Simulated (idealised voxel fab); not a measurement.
Name of the process module below: voxel double patterning
Pictured: cross-section cut, 280 nm wide, on a grid of 5 nm square cells.
Format of a cross-section: grid, square cells. Given as bands. Order: top down. Band: one or more rows of cells. Top, bottom (nm), then materials left to right with widths (nm); lone material tagged "throughout" fills the whole band edge to edge; "air" = empty space. All heights in this document are referenced to 0, defined as the level beneath which the wafer, as received, consists entirely of one material. The lowest band is not bounded below; it extends indefinitely downward and is written in the form "0 down". Read "30->40" as a graded width: first number on top, second number at the bottom, same change between each pair of neighbouring rows. Key: "same as before" - step with no changed cell in the cross-section. Enclosed voids (no open way to top), threshold 8 cells or more, entry "Completely sealed voids", notation width x height at distance, distance from left edge, nm. Where a step's line continues beyond its settings, the continuation is a remark by the simulator itself on that step. overlay nm: on a step with a mask, how far right of its planned place the mask lay; negative means left.
STEPS IN THE PROCESS PLAN
| 1 | RECEIVE | material Si |
| 2 | CONFORMAL_DEP | material SiO2 | thk nm 5 |
| 3 | DIRECTIONAL_DEP | material TiN | thk nm 20 |
| 4 | DIRECTIONAL_DEP | material SiCN | thk nm 5 |
| 5 | PATTERN | tone open | mask id FIRST | material resist | width nm 15 | pitch nm 50 | thk nm 15 | overlay nm 0 |
| 6 | DIRECTIONAL_ETCH | etch materials SiCN | depth nm 5 |
| 7 | STRIP | etch materials resist |
| 8 | PATTERN | tone open | mask id SECOND | material resist | width nm 15 | thk nm 15 | overlay nm 0 |
| 9 | DIRECTIONAL_ETCH | etch materials SiCN | depth nm 5 |
| 10 | STRIP | etch materials resist |
| 11 | DIRECTIONAL_ETCH | etch materials TiN | depth nm 20 |
| 12 | STRIP | etch materials SiCN |
CROSS-SECTION OF THE WAFER AS IT CAME TO US, I.E., ALREADY THROUGH STEP 1
	0 down  Si throughout
	Completely sealed voids: none
CROSS-SECTION: FIRST OF TWO WAFERS, MODULE FINISHED, RUN ACCORDING TO PLAN
	25 to 5  TiN: 105 | air: 15 | TiN: 10 | air: 15 | TiN: 10 | air: 15 | TiN: 110
	5 to 0  SiO2 throughout
	0 down  Si throughout
	Completely sealed voids: none
WAFER TWO (OF TWO), END-OF-MODULE CROSS-SECTION: START = WAFER ONE, PLAN = WAFER ONE, ONE RUN MISTAKE
	25 to 15  TiN: 105 | air: 15 | TiN: 10 | air: 15 | TiN: 10 | air: 15 | TiN: 110
	15 to 5  TiN throughout
	5 to 0  SiO2 throughout
	0 down  Si throughout
	Completely sealed voids: none
Want to know what went wrong? in deviation from the planned setting, step 11 was conducted as DIRECTIONAL_ETCH | etch materials TiN | depth nm 10
Final difference in cells, second wafer against first, listed per material as more or fewer: TiN: 18 more
